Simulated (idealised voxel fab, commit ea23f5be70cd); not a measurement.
Name of the process module below: voxel quadruple lines
Shown is cross-section cut, with a width of 185 nm and square cells of size 5 nm.
Bands, listed from the top down, are how a cross-section gets written in this document; the cross-section itself is a grid of square cells, and a band is one or more rows of them.
Read a band's entry like this: the first values are the height of its top and the height of its bottom in nm, and what follows is the sequence of materials from left to right, each with its width in nm. Note that "empty" is empty space, and that a single material marked "everywhere" reaches across the band from edge to edge.
Basically, 0 is our baseline, since under it the wafer straight out of the box is all one material. The bottom band has no lower end and keeps on going down, so it looks like "0 nm and below".
Note: "30 to 40" means the width goes from the first number (top row of the band) to the second number (bottom row) in equal steps per row of cells.
You'll sometimes find "nothing altered" written for a step, and that's the way of saying that nowhere in the cross-section did a cell change during that step.
Empty spaces counting at least 8 cells and having no open way to the top are listed in "Unvented internal voids". The notation width x height at distance is used for each, the distance being from the left edge and all three values in nm.
On a step's line, text after the settings is the simulator commenting on that step.
overlay nm: right-of-plan distance of the mask on a masked step; negative values mean left-of-plan.
LISTED BELOW ARE THE PROCESS STEPS AS PLANNED
1 RECEIVE (material Si)
2 CONFORMAL_DEP (material SiO2; thk nm 10)
3 DIRECTIONAL_DEP (material W; thk nm 10)
4 DIRECTIONAL_DEP (material polySi; thk nm 20)
5 DIRECTIONAL_DEP (material aC; thk nm 20)
6 PATTERN (tone cover; mask id MANDREL; material resist; width nm 35; thk nm 30; overlay nm 0)
7 DIRECTIONAL_ETCH (etch materials aC; depth nm 20)
8 STRIP (etch materials resist)
9 CONFORMAL_DEP (material SiO2; thk nm 15)
10 DIRECTIONAL_ETCH (etch materials SiO2; depth nm 5)
11 STRIP (etch materials aC)
12 DIRECTIONAL_ETCH (etch materials polySi; depth nm 20)
13 STRIP (etch materials SiO2)
14 CONFORMAL_DEP (material SiCN; thk nm 10)
15 DIRECTIONAL_ETCH (etch materials SiCN; depth nm 10)
16 STRIP (etch materials polySi)
17 DIRECTIONAL_ETCH (etch materials W; depth nm 10)
18 STRIP (etch materials SiCN)
19 FILL_DEP (material SiO2; thk nm 10)
20 CMP (height nm 20)
Variable across wafers: step 10 depth nm (plan value is that of the first wafer; starting state common to all).
CROSS-SECTION OF THE FIRST OF SEVERAL RECEIVED WAFERS, SHOWING ITS STATE AFTER STEP 1
    0 nm and below  Si everywhere
    Unvented internal voids: none
THE CROSS-SECTION OF THE FIRST OF SEVERAL WAFERS IS GIVEN BELOW FOR THE END OF THE MODULE, AFTER ITS FINAL STEP, STEP 20
    20 nm to 0 nm  SiO2 everywhere
    0 nm and below  Si everywhere
    Unvented internal voids: none
CROSS-SECTIONAL VIEW, END OF MODULE, LAST WAFER OF SEVERAL
    20 nm to 10 nm  SiO2=50; W=10; SiO2=15; W=10; SiO2=15; W=10; SiO2=15; W=10; SiO2=50
    10 nm to 0 nm  SiO2 everywhere
    0 nm and below  Si everywhere
    Unvented internal voids: none
WAFER ROWS, END OF MODULE: CELLS PER MATERIAL GAINED (+) OR LOST (-) SINCE RECEIPT; CLOSED VOIDS LAST
depth nm 5; +148 SiO2; Unvented internal voids: none
depth nm 10; +148 SiO2; Unvented internal voids: none
depth nm 15; +132 SiO2; +16 W; Unvented internal voids: none
depth nm 20; +132 SiO2; +16 W; Unvented internal voids: none
depth nm 25; +132 SiO2; +16 W; Unvented internal voids: none
depth nm 30; +132 SiO2; +16 W; Unvented internal voids: none
